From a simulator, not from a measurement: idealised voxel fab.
process module | voxel transistor to metal
cross-section cut | 200 nm wide | cells 5 nm
A cross-section is a grid of square cells, given in bands from the top down. A band is one or more rows of cells.
Each band's line starts with the height of the band's top and of its bottom, in nm. Then come its materials from left to right, each with its width in nm. One material with "throughout" fills the band from edge to edge. "air" is empty space.
Height 0 is the level under which the wafer as received is all one material. The lowest band goes on downwards, as in "0 down".
A width such as "30 to 40" changes by the same amount from each row of cells to the next, from the band's top row to its bottom row.
"no change" after a step means that no cell of the cross-section changed.
closed voids: empty space of 8 cells or more with no open way to the top, each as width x height at its distance from the left edge, in nm
after a step's settings: what the simulator itself notes on the step
overlay nm, on a step with a mask: how far to the right of its planned place the mask lay; to the left if negative
plan
1 op RECEIVE | material Si
2 op CONFORMAL_DEP | material SiO2 | thk nm 5
3 op CONFORMAL_DEP | material SiN | thk nm 15
4 op DIRECTIONAL_DEP | material aC | thk nm 10
5 op PATTERN | tone cover | mask id ACTIVE | material resist | width nm 110 | thk nm 25 | overlay nm 0
6 op DIRECTIONAL_ETCH | etch materials aC | depth nm 10
7 op STRIP | etch materials resist
8 op DIRECTIONAL_ETCH | etch materials SiN | depth nm 15
9 op DIRECTIONAL_ETCH | etch materials SiO2 | depth nm 5
10 op DIRECTIONAL_ETCH | etch materials Si | depth nm 25
11 op STRIP | etch materials aC
12 op FILL_DEP | material SiO2 | thk nm 10
13 op CMP | height nm 20
14 op SELECTIVE_ETCH | etch materials SiO2 | depth nm 5
15 op STRIP | etch materials SiN
16 op SELECTIVE_ETCH | etch materials SiO2 | depth nm 5
17 op OXIDIZE | depth nm 5
18 op DIRECTIONAL_DEP | material polySi | thk nm 20
19 op DIRECTIONAL_DEP | material SiCN | thk nm 10
20 op MASKED_ETCH | tone cover | mask id GATE | width nm 20 | etch materials SiCN | depth nm 20 | overlay nm 0
21 op MASKED_ETCH | tone cover | mask id GATE | width nm 20 | etch materials polySi | depth nm 30 | overlay nm 0
22 op CONFORMAL_DEP | material SiO2 | thk nm 5
23 op DIRECTIONAL_ETCH | etch materials SiO2 | depth nm 5
24 op CONFORMAL_DEP | material SiN | thk nm 5
25 op DIRECTIONAL_ETCH | etch materials SiN | depth nm 5
26 op DIRECTIONAL_ETCH | etch materials SiO2 | depth nm 5
27 op DIRECTIONAL_ETCH | etch materials Si | depth nm 5
28 op EPI | material pSi | thk nm 5
29 op FILL_DEP | material SiO2 | thk nm 5
30 op CMP | height nm 30
31 op DIRECTIONAL_DEP | material SiO2 | thk nm 15
32 op PATTERN | tone open | mask id CONTACT | material resist | width nm 20 | pitch nm 80 | thk nm 20 | overlay nm 0
33 op DIRECTIONAL_ETCH | etch materials SiO2 | depth nm 50
34 op STRIP | etch materials resist
35 op CONFORMAL_DEP | material TiN | thk nm 5
36 op FILL_DEP | material W | thk nm 10
37 op CMP | height nm 45
38 op DIRECTIONAL_DEP | material TiN | thk nm 5
39 op DIRECTIONAL_DEP | material Ru | thk nm 15
40 op MASKED_ETCH | tone cover | mask id METAL_1 | width nm 20 | pitch nm 80 | etch materials Ru | depth nm 15 | overlay nm 0
41 op MASKED_ETCH | tone cover | mask id METAL_1 | width nm 20 | pitch nm 80 | etch materials TiN | depth nm 5 | overlay nm 0
42 op FILL_DEP | material lowk | thk nm 10
43 op CMP | height nm 65
44 op CONFORMAL_DEP | material SiCN | thk nm 5
45 op DIRECTIONAL_DEP | material lowk | thk nm 35
46 op PATTERN | tone open | mask id METAL_2_HOLES | material resist | width nm 15 | pitch nm 80 | thk nm 20 | overlay nm 0
47 op DIRECTIONAL_ETCH | etch materials lowk | depth nm 35
48 op STRIP | etch materials resist
49 op PATTERN | tone open | mask id METAL_2 | material resist | width nm 20 | pitch nm 80 | thk nm 20 | overlay nm 0
50 op DIRECTIONAL_ETCH | etch materials lowk | depth nm 20
51 op DIRECTIONAL_ETCH | etch materials SiCN | depth nm 5
52 op STRIP | etch materials resist
53 op CONFORMAL_DEP | material TiN | thk nm 5
54 op FILL_DEP | material Ru | thk nm 10
55 op CMP | height nm 105
56 op CONFORMAL_DEP | material SiCN | thk nm 5
first wafer, as planned
as received, after step 1
  0 down: Si throughout
  closed voids: none
after step 2
  5 to 0: SiO2 throughout
  below 0: unchanged
after step 3
  20 to 5: SiN throughout
  below 5: unchanged
after step 4
  30 to 20: aC throughout
  below 20: unchanged
after step 5
  55 to 30: air 45 | resist 110 | air 45
  below 30: unchanged
after step 6
  45 to 30: air 45 | resist 110 | air 45
  30 to 20: air 45 | aC 110 | air 45
  below 20: unchanged
after step 7
  30 to 20: air 45 | aC 110 | air 45
  below 20: unchanged
after step 8
  30 to 20: air 45 | aC 110 | air 45
  20 to 5: air 45 | SiN 110 | air 45
  below 5: unchanged
after step 9
  30 to 20: air 45 | aC 110 | air 45
  20 to 5: air 45 | SiN 110 | air 45
  5 to 0: air 45 | SiO2 110 | air 45
  below 0: unchanged
after step 10
  30 to 20: air 45 | aC 110 | air 45
  20 to 5: air 45 | SiN 110 | air 45
  5 to 0: air 45 | SiO2 110 | air 45
  0 to -25: air 45 | Si 110 | air 45
  below -25: unchanged
after step 11
  20 to 5: air 45 | SiN 110 | air 45
  below 5: unchanged
after step 12
  30 to 20: SiO2 throughout
  20 to 5: SiO2 45 | SiN 110 | SiO2 45
  5 to 0: SiO2 throughout
  0 to -25: SiO2 45 | Si 110 | SiO2 45
  below -25: unchanged
after step 13
  20 to 5: SiO2 45 | SiN 110 | SiO2 45
  below 5: unchanged
after step 14
  20 to 15: air 45 | SiN 110 | air 45
  below 15: unchanged
after step 15
  15 to 5: SiO2 45 | air 110 | SiO2 45
  below 5: unchanged
after step 16
  10 to 0: SiO2 40 | air 120 | SiO2 40
  below 0: unchanged
after step 17
  10 to 0: SiO2 40 | air 120 | SiO2 40
  0 to -5: SiO2 throughout
  below -5: unchanged
after step 18
  30 to 20: polySi 40 | air 120 | polySi 40
  20 to 10: polySi throughout
  10 to 0: SiO2 40 | polySi 120 | SiO2 40
  below 0: unchanged
after step 19
  40 to 30: SiCN 40 | air 120 | SiCN 40
  30 to 20: polySi 40 | SiCN 120 | polySi 40
  below 20: unchanged
after step 20
  30 to 20: polySi 40 | air 50 | SiCN 20 | air 50 | polySi 40
  below 20: unchanged
after step 21
  30 to 20: air 90 | SiCN 20 | air 90
  20 to 10: air 90 | polySi 20 | air 90
  10 to 0: SiO2 40 | air 50 | polySi 20 | air 50 | SiO2 40
  below 0: unchanged
after step 22
  35 to 30: air 85 | SiO2 30 | air 85
  30 to 20: air 85 | SiO2 5 | SiCN 20 | SiO2 5 | air 85
  20 to 15: air 85 | SiO2 5 | polySi 20 | SiO2 5 | air 85
  15 to 5: SiO2 45 | air 40 | SiO2 5 | polySi 20 | SiO2 5 | air 40 | SiO2 45
  5 to 0: SiO2 90 | polySi 20 | SiO2 90
  below 0: unchanged
after step 23
  30 to 20: air 85 | SiO2 5 | SiCN 20 | SiO2 5 | air 85
  20 to 10: air 85 | SiO2 5 | polySi 20 | SiO2 5 | air 85
  10 to 0: SiO2 45 | air 40 | SiO2 5 | polySi 20 | SiO2 5 | air 40 | SiO2 45
  below 0: unchanged
after step 24
  35 to 30: air 80 | SiN 40 | air 80
  30 to 20: air 80 | SiN 5 | SiO2 5 | SiCN 20 | SiO2 5 | SiN 5 | air 80
  20 to 15: air 80 | SiN 5 | SiO2 5 | polySi 20 | SiO2 5 | SiN 5 | air 80
  15 to 10: SiN 50 | air 30 | SiN 5 | SiO2 5 | polySi 20 | SiO2 5 | SiN 5 | air 30 | SiN 50
  10 to 5: SiO2 45 | SiN 5 | air 30 | SiN 5 | SiO2 5 | polySi 20 | SiO2 5 | SiN 5 | air 30 | SiN 5 | SiO2 45
  5 to 0: SiO2 45 | SiN 40 | SiO2 5 | polySi 20 | SiO2 5 | SiN 40 | SiO2 45
  below 0: unchanged
after step 25
  30 to 20: air 80 | SiN 5 | SiO2 5 | SiCN 20 | SiO2 5 | SiN 5 | air 80
  20 to 10: air 80 | SiN 5 | SiO2 5 | polySi 20 | SiO2 5 | SiN 5 | air 80
  10 to 0: SiO2 45 | SiN 5 | air 30 | SiN 5 | SiO2 5 | polySi 20 | SiO2 5 | SiN 5 | air 30 | SiN 5 | SiO2 45
  below 0: unchanged
after step 26
  30 to 25: air 80 | SiN 5 | air 5 | SiCN 20 | air 5 | SiN 5 | air 80
  25 to 20: air 80 | SiN 5 | SiO2 5 | SiCN 20 | SiO2 5 | SiN 5 | air 80
  20 to 10: air 80 | SiN 5 | SiO2 5 | polySi 20 | SiO2 5 | SiN 5 | air 80
  10 to 5: air 45 | SiN 5 | air 30 | SiN 5 | SiO2 5 | polySi 20 | SiO2 5 | SiN 5 | air 30 | SiN 5 | air 45
  5 to 0: SiO2 45 | SiN 5 | air 30 | SiN 5 | SiO2 5 | polySi 20 | SiO2 5 | SiN 5 | air 30 | SiN 5 | SiO2 45
  0 to -5: SiO2 50 | air 30 | SiO2 40 | air 30 | SiO2 50
  below -5: unchanged
after step 27
  30 to 25: air 80 | SiN 5 | air 5 | SiCN 20 | air 5 | SiN 5 | air 80
  25 to 20: air 80 | SiN 5 | SiO2 5 | SiCN 20 | SiO2 5 | SiN 5 | air 80
  20 to 10: air 80 | SiN 5 | SiO2 5 | polySi 20 | SiO2 5 | SiN 5 | air 80
  10 to 5: air 45 | SiN 5 | air 30 | SiN 5 | SiO2 5 | polySi 20 | SiO2 5 | SiN 5 | air 30 | SiN 5 | air 45
  5 to 0: SiO2 45 | SiN 5 | air 30 | SiN 5 | SiO2 5 | polySi 20 | SiO2 5 | SiN 5 | air 30 | SiN 5 | SiO2 45
  0 to -5: SiO2 50 | air 30 | SiO2 40 | air 30 | SiO2 50
  -5 to -10: SiO2 45 | Si 5 | air 30 | Si 40 | air 30 | Si 5 | SiO2 45
  below -10: unchanged
after step 28
  30 to 25: air 80 | SiN 5 | air 5 | SiCN 20 | air 5 | SiN 5 | air 80
  25 to 20: air 80 | SiN 5 | SiO2 5 | SiCN 20 | SiO2 5 | SiN 5 | air 80
  20 to 10: air 80 | SiN 5 | SiO2 5 | polySi 20 | SiO2 5 | SiN 5 | air 80
  10 to 5: air 45 | SiN 5 | air 30 | SiN 5 | SiO2 5 | polySi 20 | SiO2 5 | SiN 5 | air 30 | SiN 5 | air 45
  5 to 0: SiO2 45 | SiN 5 | air 30 | SiN 5 | SiO2 5 | polySi 20 | SiO2 5 | SiN 5 | air 30 | SiN 5 | SiO2 45
  0 to -5: SiO2 50 | pSi 5 | air 20 | pSi 5 | SiO2 40 | pSi 5 | air 20 | pSi 5 | SiO2 50
  -5 to -10: SiO2 45 | Si 5 | pSi 30 | Si 40 | pSi 30 | Si 5 | SiO2 45
  below -10: unchanged
after step 29
  35 to 30: SiO2 throughout
  30 to 20: SiO2 80 | SiN 5 | SiO2 5 | SiCN 20 | SiO2 5 | SiN 5 | SiO2 80
  20 to 10: SiO2 80 | SiN 5 | SiO2 5 | polySi 20 | SiO2 5 | SiN 5 | SiO2 80
  10 to 0: SiO2 45 | SiN 5 | SiO2 30 | SiN 5 | SiO2 5 | polySi 20 | SiO2 5 | SiN 5 | SiO2 30 | SiN 5 | SiO2 45
  0 to -5: SiO2 50 | pSi 5 | SiO2 20 | pSi 5 | SiO2 40 | pSi 5 | SiO2 20 | pSi 5 | SiO2 50
  below -5: unchanged
after step 30
  30 to 20: SiO2 80 | SiN 5 | SiO2 5 | SiCN 20 | SiO2 5 | SiN 5 | SiO2 80
  below 20: unchanged
after step 31
  45 to 30: SiO2 throughout
  below 30: unchanged
after step 32
  65 to 45: resist 50 | air 20 | resist 60 | air 20 | resist 50
  below 45: unchanged
after step 33
  65 to 45: resist 50 | air 20 | resist 60 | air 20 | resist 50
  45 to 30: SiO2 50 | air 20 | SiO2 60 | air 20 | SiO2 50
  30 to 20: SiO2 50 | air 20 | SiO2 10 | SiN 5 | SiO2 5 | SiCN 20 | SiO2 5 | SiN 5 | SiO2 10 | air 20 | SiO2 50
  20 to 10: SiO2 50 | air 20 | SiO2 10 | SiN 5 | SiO2 5 | polySi 20 | SiO2 5 | SiN 5 | SiO2 10 | air 20 | SiO2 50
  10 to 0: SiO2 45 | SiN 5 | air 20 | SiO2 10 | SiN 5 | SiO2 5 | polySi 20 | SiO2 5 | SiN 5 | SiO2 10 | air 20 | SiN 5 | SiO2 45
  0 to -5: SiO2 50 | pSi 5 | air 15 | SiO2 5 | pSi 5 | SiO2 40 | pSi 5 | SiO2 5 | air 15 | pSi 5 | SiO2 50
  below -5: unchanged
after step 34
  45 to 30: SiO2 50 | air 20 | SiO2 60 | air 20 | SiO2 50
  below 30: unchanged
after step 35
  50 to 45: TiN 55 | air 10 | TiN 70 | air 10 | TiN 55
  45 to 30: SiO2 50 | TiN 5 | air 10 | TiN 5 | SiO2 60 | TiN 5 | air 10 | TiN 5 | SiO2 50
  30 to 20: SiO2 50 | TiN 5 | air 10 | TiN 5 | SiO2 10 | SiN 5 | SiO2 5 | SiCN 20 | SiO2 5 | SiN 5 | SiO2 10 | TiN 5 | air 10 | TiN 5 | SiO2 50
  20 to 10: SiO2 50 | TiN 5 | air 10 | TiN 5 | SiO2 10 | SiN 5 | SiO2 5 | polySi 20 | SiO2 5 | SiN 5 | SiO2 10 | TiN 5 | air 10 | TiN 5 | SiO2 50
  10 to 0: SiO2 45 | SiN 5 | TiN 5 to 10 | air 10 to 5 | TiN 5 | SiO2 10 | SiN 5 | SiO2 5 | polySi 20 | SiO2 5 | SiN 5 | SiO2 10 | TiN 5 | air 10 to 5 | TiN 5 to 10 | SiN 5 | SiO2 45
  0 to -5: SiO2 50 | pSi 5 | TiN 15 | SiO2 5 | pSi 5 | SiO2 40 | pSi 5 | SiO2 5 | TiN 15 | pSi 5 | SiO2 50
  below -5: unchanged
after step 36
  60 to 50: W throughout
  50 to 45: TiN 55 | W 10 | TiN 70 | W 10 | TiN 55
  45 to 30: SiO2 50 | TiN 5 | W 10 | TiN 5 | SiO2 60 | TiN 5 | W 10 | TiN 5 | SiO2 50
  30 to 20: SiO2 50 | TiN 5 | W 10 | TiN 5 | SiO2 10 | SiN 5 | SiO2 5 | SiCN 20 | SiO2 5 | SiN 5 | SiO2 10 | TiN 5 | W 10 | TiN 5 | SiO2 50
  20 to 10: SiO2 50 | TiN 5 | W 10 | TiN 5 | SiO2 10 | SiN 5 | SiO2 5 | polySi 20 | SiO2 5 | SiN 5 | SiO2 10 | TiN 5 | W 10 | TiN 5 | SiO2 50
  10 to 0: SiO2 45 | SiN 5 | TiN 5 to 10 | W 10 to 5 | TiN 5 | SiO2 10 | SiN 5 | SiO2 5 | polySi 20 | SiO2 5 | SiN 5 | SiO2 10 | TiN 5 | W 10 to 5 | TiN 5 to 10 | SiN 5 | SiO2 45
  below 0: unchanged
after step 37
  45 to 30: SiO2 50 | TiN 5 | W 10 | TiN 5 | SiO2 60 | TiN 5 | W 10 | TiN 5 | SiO2 50
  below 30: unchanged
after step 38
  50 to 45: TiN throughout
  below 45: unchanged
after step 39
  65 to 50: Ru throughout
  below 50: unchanged
after step 40
  65 to 50: air 50 | Ru 20 | air 60 | Ru 20 | air 50
  below 50: unchanged
after step 41
  65 to 50: air 50 | Ru 20 | air 60 | Ru 20 | air 50
  50 to 45: air 50 | TiN 20 | air 60 | TiN 20 | air 50
  below 45: unchanged
after step 42
  75 to 65: lowk throughout
  65 to 50: lowk 50 | Ru 20 | lowk 60 | Ru 20 | lowk 50
  50 to 45: lowk 50 | TiN 20 | lowk 60 | TiN 20 | lowk 50
  below 45: unchanged
after step 43
  65 to 50: lowk 50 | Ru 20 | lowk 60 | Ru 20 | lowk 50
  below 50: unchanged
after step 44
  70 to 65: SiCN throughout
  below 65: unchanged
after step 45
  105 to 70: lowk throughout
  below 70: unchanged
after step 46
  125 to 105: resist 50 | air 15 | resist 65 | air 15 | resist 55
  below 105: unchanged
after step 47
  125 to 105: resist 50 | air 15 | resist 65 | air 15 | resist 55
  105 to 70: lowk 50 | air 15 | lowk 65 | air 15 | lowk 55
  below 70: unchanged
after step 48
  105 to 70: lowk 50 | air 15 | lowk 65 | air 15 | lowk 55
  below 70: unchanged
after step 49
  125 to 105: resist 50 | air 20 | resist 60 | air 20 | resist 50
  below 105: unchanged
after step 50
  125 to 105: resist 50 | air 20 | resist 60 | air 20 | resist 50
  105 to 85: lowk 50 | air 20 | lowk 60 | air 20 | lowk 50
  below 85: unchanged
after step 51
  125 to 105: resist 50 | air 20 | resist 60 | air 20 | resist 50
  105 to 85: lowk 50 | air 20 | lowk 60 | air 20 | lowk 50
  85 to 70: lowk 50 | air 15 | lowk 65 | air 15 | lowk 55
  70 to 65: SiCN 50 | air 15 | SiCN 65 | air 15 | SiCN 55
  below 65: unchanged
after step 52
  105 to 85: lowk 50 | air 20 | lowk 60 | air 20 | lowk 50
  below 85: unchanged
after step 53
  110 to 105: TiN 55 | air 10 | TiN 70 | air 10 | TiN 55
  105 to 90: lowk 50 | TiN 5 | air 10 | TiN 5 | lowk 60 | TiN 5 | air 10 | TiN 5 | lowk 50
  90 to 85: lowk 50 | TiN 5 | air 5 | TiN 10 | lowk 60 | TiN 5 | air 5 | TiN 10 | lowk 50
  85 to 70: lowk 50 | TiN 5 | air 5 | TiN 5 | lowk 65 | TiN 5 | air 5 | TiN 5 | lowk 55
  70 to 65: SiCN 50 | TiN 15 | SiCN 65 | TiN 15 | SiCN 55
  below 65: unchanged
after step 54
  120 to 110: Ru throughout
  110 to 105: TiN 55 | Ru 10 | TiN 70 | Ru 10 | TiN 55
  105 to 90: lowk 50 | TiN 5 | Ru 10 | TiN 5 | lowk 60 | TiN 5 | Ru 10 | TiN 5 | lowk 50
  90 to 85: lowk 50 | TiN 5 | Ru 5 | TiN 10 | lowk 60 | TiN 5 | Ru 5 | TiN 10 | lowk 50
  85 to 70: lowk 50 | TiN 5 | Ru 5 | TiN 5 | lowk 65 | TiN 5 | Ru 5 | TiN 5 | lowk 55
  below 70: unchanged
after step 55
  105 to 90: lowk 50 | TiN 5 | Ru 10 | TiN 5 | lowk 60 | TiN 5 | Ru 10 | TiN 5 | lowk 50
  below 90: unchanged
after step 56
  110 to 105: SiCN throughout
  below 105: unchanged
second wafer: like start, like plan, one mistake. Through step 48 it matches the first wafer
when step 49 should have ended
  125 to 105: air 50 | resist 20 | air 60 | resist 20 | air 50
  105 to 70: lowk 50 | resist 15 | lowk 65 | resist 15 | lowk 55
  below 70: unchanged
when step 50 should have ended
  125 to 105: air 50 | resist 20 | air 60 | resist 20 | air 50
  105 to 85: air 50 | resist 15 | lowk 5 | air 60 | resist 15 | lowk 5 | air 50
  below 85: unchanged
when step 51 should have ended: no change
when step 52 should have ended
  105 to 85: air 65 | lowk 5 | air 75 | lowk 5 | air 50
  85 to 70: lowk 50 | air 15 | lowk 65 | air 15 | lowk 55
  below 70: unchanged
when step 53 should have ended
  110 to 105: air 60 | TiN 15 | air 65 | TiN 15 | air 45
  105 to 90: air 60 | TiN 5 | lowk 5 | TiN 5 | air 65 | TiN 5 | lowk 5 | TiN 5 | air 45
  90 to 85: TiN 55 | air 5 | TiN 5 | lowk 5 | TiN 65 | air 5 | TiN 5 | lowk 5 | TiN 50
  85 to 75: lowk 50 | TiN 5 | air 5 | TiN 5 | lowk 65 | TiN 5 | air 5 | TiN 5 | lowk 55
  75 to 70: lowk 50 | TiN 15 | lowk 65 | TiN 15 | lowk 55
  below 70: unchanged
when step 54 should have ended
  120 to 110: Ru throughout
  110 to 105: Ru 60 | TiN 15 | Ru 65 | TiN 15 | Ru 45
  105 to 90: Ru 60 | TiN 5 | lowk 5 | TiN 5 | Ru 65 | TiN 5 | lowk 5 | TiN 5 | Ru 45
  90 to 85: TiN 55 | Ru 5 | TiN 5 | lowk 5 | TiN 65 | Ru 5 | TiN 5 | lowk 5 | TiN 50
  85 to 75: lowk 50 | TiN 5 | Ru 5 | TiN 5 | lowk 65 | TiN 5 | Ru 5 | TiN 5 | lowk 55
  below 75: unchanged
when step 55 should have ended
  105 to 90: Ru 60 | TiN 5 | lowk 5 | TiN 5 | Ru 65 | TiN 5 | lowk 5 | TiN 5 | Ru 45
  below 90: unchanged
when step 56 should have ended
  110 to 105: SiCN throughout
  below 105: unchanged
what went wrong: step 49 ran as: op PATTERN | tone cover | mask id METAL_2 | material resist | width nm 20 | pitch nm 80 | thk nm 20 | overlay nm 0
at the end the second wafer has, in cells: 88 more of Ru | 6 more of SiCN | 26 more of TiN | 120 fewer of lowk
